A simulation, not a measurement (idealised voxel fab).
Herein follows the process module entitled voxel air gaps.
This is section cut - it's 155 nm across, gridded in 5 nm square cells.
In this document a cross-section is written as a grid of square cells. It is given as a series of bands, listed from the top down, and a band is one or more rows of cells.
For a band, the entry starts with two heights in nm, that of the top and then that of the bottom, and carries on with the band's materials in order from left to right, each alongside its width in nm; the word "full width" beside a single material means it fills the band edge to edge, and "blank" means empty space.
Height is counted from the level 0, under which the received wafer is composed throughout of one material. The lowest of the bands is not closed at the bottom but continues downward, in the notation "top 0, no bottom".
Think of "30..40" as a width that walks from the first number to the second as you go down the band, top row to bottom row, taking equal-sized steps from row to row.
What does "same as before" mean for a step? It means no cell of the cross-section changed in that step.
"Closed void entries" contains a list of empty spaces, each no smaller than 8 cells and without an open way to the top, written in the form width x height at distance with the distance from the left edge and all three in nm.
Read whatever lies past the settings on a step's line as the simulator's own remark about the step.
Among the settings permitted on a step's line is "overlay nm"; applied to a step with a mask, it specifies the extent to which the mask lay to the right of its planned position, whereas a negative figure signifies a position to the left.
## Process steps foreseen in the plan
1: RECEIVE: material Si
2: CONFORMAL_DEP: material SiO2, thk nm 10
3: CONFORMAL_DEP: material SiN, thk nm 5
4: DIRECTIONAL_DEP: material SiO2, thk nm 30
5: DIRECTIONAL_DEP: material aC, thk nm 10
6: PATTERN: tone open, mask id LINES, material resist, width nm 20, pitch nm 45, thk nm 30, overlay nm 0
7: DIRECTIONAL_ETCH: etch materials aC, depth nm 10
8: STRIP: etch materials resist
9: DIRECTIONAL_ETCH: etch materials SiO2, depth nm 30
10: STRIP: etch materials aC
11: CONFORMAL_DEP: material TiN, thk nm 5
12: FILL_DEP: material Ru, thk nm 5
13: CMP: height nm 45
14: EPI: material Ru, thk nm 10
15: SELECTIVE_ETCH: etch materials SiO2, depth nm 40
16: CONFORMAL_DEP: material SiCN, thk nm 5
## First wafer, two in total, run as planned
## Here's what the wafer looked like in cross-section when it arrived - that's after step 1
	top 0, no bottom  Si full width
	Closed void entries: none
## Cross-section through the wafer, step 2 finished
	top 10, bottom 0  SiO2 full width
	Below 0 it's all the same as before, nothing changed down there.
## Cross-section through the wafer, step 3 finished
	top 15, bottom 10  SiN full width
	Below 10 it's all the same as before, nothing changed down there.
## Cross-section through the wafer, step 4 finished
	top 45, bottom 15  SiO2 full width
	Below 15 it's all the same as before, nothing changed down there.
## Cross-section through the wafer, step 5 finished
	top 55, bottom 45  aC full width
	Below 45 it's all the same as before, nothing changed down there.
## Cross-section through the wafer, step 6 finished
	top 85, bottom 55  20 nm resist, then 20 nm blank, then 25 nm resist, then 20 nm blank, then 25 nm resist, then 20 nm blank, then 25 nm resist
	Below 55 it's all the same as before, nothing changed down there.
## Cross-section through the wafer, step 7 finished
	top 75, bottom 55  20 nm resist, then 20 nm blank, then 25 nm resist, then 20 nm blank, then 25 nm resist, then 20 nm blank, then 25 nm resist
	top 55, bottom 45  20 nm aC, then 20 nm blank, then 25 nm aC, then 20 nm blank, then 25 nm aC, then 20 nm blank, then 25 nm aC
	Below 45 it's all the same as before, nothing changed down there.
## Cross-section through the wafer, step 8 finished
	top 55, bottom 45  20 nm aC, then 20 nm blank, then 25 nm aC, then 20 nm blank, then 25 nm aC, then 20 nm blank, then 25 nm aC
	Below 45 it's all the same as before, nothing changed down there.
## Cross-section through the wafer, step 9 finished
	top 55, bottom 45  20 nm aC, then 20 nm blank, then 25 nm aC, then 20 nm blank, then 25 nm aC, then 20 nm blank, then 25 nm aC
	top 45, bottom 15  20 nm SiO2, then 20 nm blank, then 25 nm SiO2, then 20 nm blank, then 25 nm SiO2, then 20 nm blank, then 25 nm SiO2
	Below 15 it's all the same as before, nothing changed down there.
## Cross-section through the wafer, step 10 finished
	top 45, bottom 15  20 nm SiO2, then 20 nm blank, then 25 nm SiO2, then 20 nm blank, then 25 nm SiO2, then 20 nm blank, then 25 nm SiO2
	Below 15 it's all the same as before, nothing changed down there.
## Cross-section through the wafer, step 11 finished
	top 50, bottom 45  25 nm TiN, then 10 nm blank, then 35 nm TiN, then 10 nm blank, then 35 nm TiN, then 10 nm blank, then 30 nm TiN
	top 45, bottom 20  20 nm SiO2, then 5 nm TiN, then 10 nm blank, then 5 nm TiN, then 25 nm SiO2, then 5 nm TiN, then 10 nm blank, then 5 nm TiN, then 25 nm SiO2, then 5 nm TiN, then 10 nm blank, then 5 nm TiN, then 25 nm SiO2
	top 20, bottom 15  20 nm SiO2, then 20 nm TiN, then 25 nm SiO2, then 20 nm TiN, then 25 nm SiO2, then 20 nm TiN, then 25 nm SiO2
	Below 15 it's all the same as before, nothing changed down there.
## Cross-section through the wafer, step 12 finished
	top 55, bottom 50  Ru full width
	top 50, bottom 45  25 nm TiN, then 10 nm Ru, then 35 nm TiN, then 10 nm Ru, then 35 nm TiN, then 10 nm Ru, then 30 nm TiN
	top 45, bottom 20  20 nm SiO2, then 5 nm TiN, then 10 nm Ru, then 5 nm TiN, then 25 nm SiO2, then 5 nm TiN, then 10 nm Ru, then 5 nm TiN, then 25 nm SiO2, then 5 nm TiN, then 10 nm Ru, then 5 nm TiN, then 25 nm SiO2
	Below 20 it's all the same as before, nothing changed down there.
## Cross-section through the wafer, step 13 finished
	top 45, bottom 20  20 nm SiO2, then 5 nm TiN, then 10 nm Ru, then 5 nm TiN, then 25 nm SiO2, then 5 nm TiN, then 10 nm Ru, then 5 nm TiN, then 25 nm SiO2, then 5 nm TiN, then 10 nm Ru, then 5 nm TiN, then 25 nm SiO2
	Below 20 it's all the same as before, nothing changed down there.
## Cross-section through the wafer, step 14 finished
	top 55, bottom 45  10 nm blank, then 40 nm Ru, then 5 nm blank, then 40 nm Ru, then 5 nm blank, then 40 nm Ru, then 15 nm blank
	Below 45 it's all the same as before, nothing changed down there.
## Cross-section through the wafer, step 15 finished
	top 55, bottom 45  10 nm blank, then 40 nm Ru, then 5 nm blank, then 40 nm Ru, then 5 nm blank, then 40 nm Ru, then 15 nm blank
	top 45, bottom 20  20 nm blank, then 5 nm TiN, then 10 nm Ru, then 5 nm TiN, then 25 nm blank, then 5 nm TiN, then 10 nm Ru, then 5 nm TiN, then 25 nm blank, then 5 nm TiN, then 10 nm Ru, then 5 nm TiN, then 25 nm blank
	top 20, bottom 15  20 nm blank, then 20 nm TiN, then 25 nm blank, then 20 nm TiN, then 25 nm blank, then 20 nm TiN, then 25 nm blank
	Below 15 it's all the same as before, nothing changed down there.
## Cross-section through the wafer, step 16 finished
	top 60, bottom 55  5 nm blank, then 140 nm SiCN, then 10 nm blank
	top 55, bottom 45  5 nm blank, then 5 nm SiCN, then 40 nm Ru, then 5 nm SiCN, then 40 nm Ru, then 5 nm SiCN, then 40 nm Ru, then 5 nm SiCN, then 10 nm blank
	top 45, bottom 40  5 nm blank, then 15 nm SiCN, then 5 nm TiN, then 10 nm Ru, then 5 nm TiN, then 25 nm SiCN, then 5 nm TiN, then 10 nm Ru, then 5 nm TiN, then 25 nm SiCN, then 5 nm TiN, then 10 nm Ru, then 5 nm TiN, then 15 nm SiCN, then 10 nm blank
	top 40, bottom 20  15 nm blank, then 5 nm SiCN, then 5 nm TiN, then 10 nm Ru, then 5 nm TiN, then 5 nm SiCN, then 15 nm blank, then 5 nm SiCN, then 5 nm TiN, then 10 nm Ru, then 5 nm TiN, then 5 nm SiCN, then 15 nm blank, then 5 nm SiCN, then 5 nm TiN, then 10 nm Ru, then 5 nm TiN, then 5 nm SiCN, then 20 nm blank
	top 20, bottom 15  20 nm SiCN, then 20 nm TiN, then 25 nm SiCN, then 20 nm TiN, then 25 nm SiCN, then 20 nm TiN, then 25 nm SiCN
	Below 15 it's all the same as before, nothing changed down there.
	Closed void entries: 15 x 20 at 45; 15 x 20 at 90
## Second wafer - shared start and plan with the first - one error in running - same as the first up to step 13 inclusive
## Cross-section, second wafer, at the end time the plan gives for step 14
	top 65, bottom 45  150 nm Ru, then 5 nm blank
	Below 45 it's all the same as before, nothing changed down there.
## Cross-section, second wafer, at the end time the plan gives for step 15
	top 65, bottom 45  150 nm Ru, then 5 nm blank
	top 45, bottom 20  20 nm SiO2, then 5 nm TiN, then 10 nm Ru, then 5 nm TiN, then 25 nm SiO2, then 5 nm TiN, then 10 nm Ru, then 5 nm TiN, then 25 nm SiO2, then 5 nm TiN, then 10 nm Ru, then 5 nm TiN, then 25 nm blank
	top 20, bottom 15  20 nm SiO2, then 20 nm TiN, then 25 nm SiO2, then 20 nm TiN, then 25 nm SiO2, then 20 nm TiN, then 25 nm blank
	Below 15 it's all the same as before, nothing changed down there.
## Cross-section, second wafer, at the end time the plan gives for step 16
	top 70, bottom 65  SiCN full width
	top 65, bottom 45  150 nm Ru, then 5 nm SiCN
	top 45, bottom 40  20 nm SiO2, then 5 nm TiN, then 10 nm Ru, then 5 nm TiN, then 25 nm SiO2, then 5 nm TiN, then 10 nm Ru, then 5 nm TiN, then 25 nm SiO2, then 5 nm TiN, then 10 nm Ru, then 5 nm TiN, then 25 nm SiCN
	top 40, bottom 20  20 nm SiO2, then 5 nm TiN, then 10 nm Ru, then 5 nm TiN, then 25 nm SiO2, then 5 nm TiN, then 10 nm Ru, then 5 nm TiN, then 25 nm SiO2, then 5 nm TiN, then 10 nm Ru, then 5 nm TiN, then 5 nm SiCN, then 20 nm blank
	top 20, bottom 15  20 nm SiO2, then 20 nm TiN, then 25 nm SiO2, then 20 nm TiN, then 25 nm SiO2, then 20 nm TiN, then 25 nm SiCN
	Below 15 it's all the same as before, nothing changed down there.
	Closed void entries: 20 x 20 at 135
The mistake made against the process plan was this: step 14 of the plan was performed twice
Final cells, second wafer relative to first, materials higher or lower: 72 more of Ru | 46 fewer of SiCN | 84 more of SiO2
The final tally of closed voids stands at 2 on the first wafer and 1 on the second.
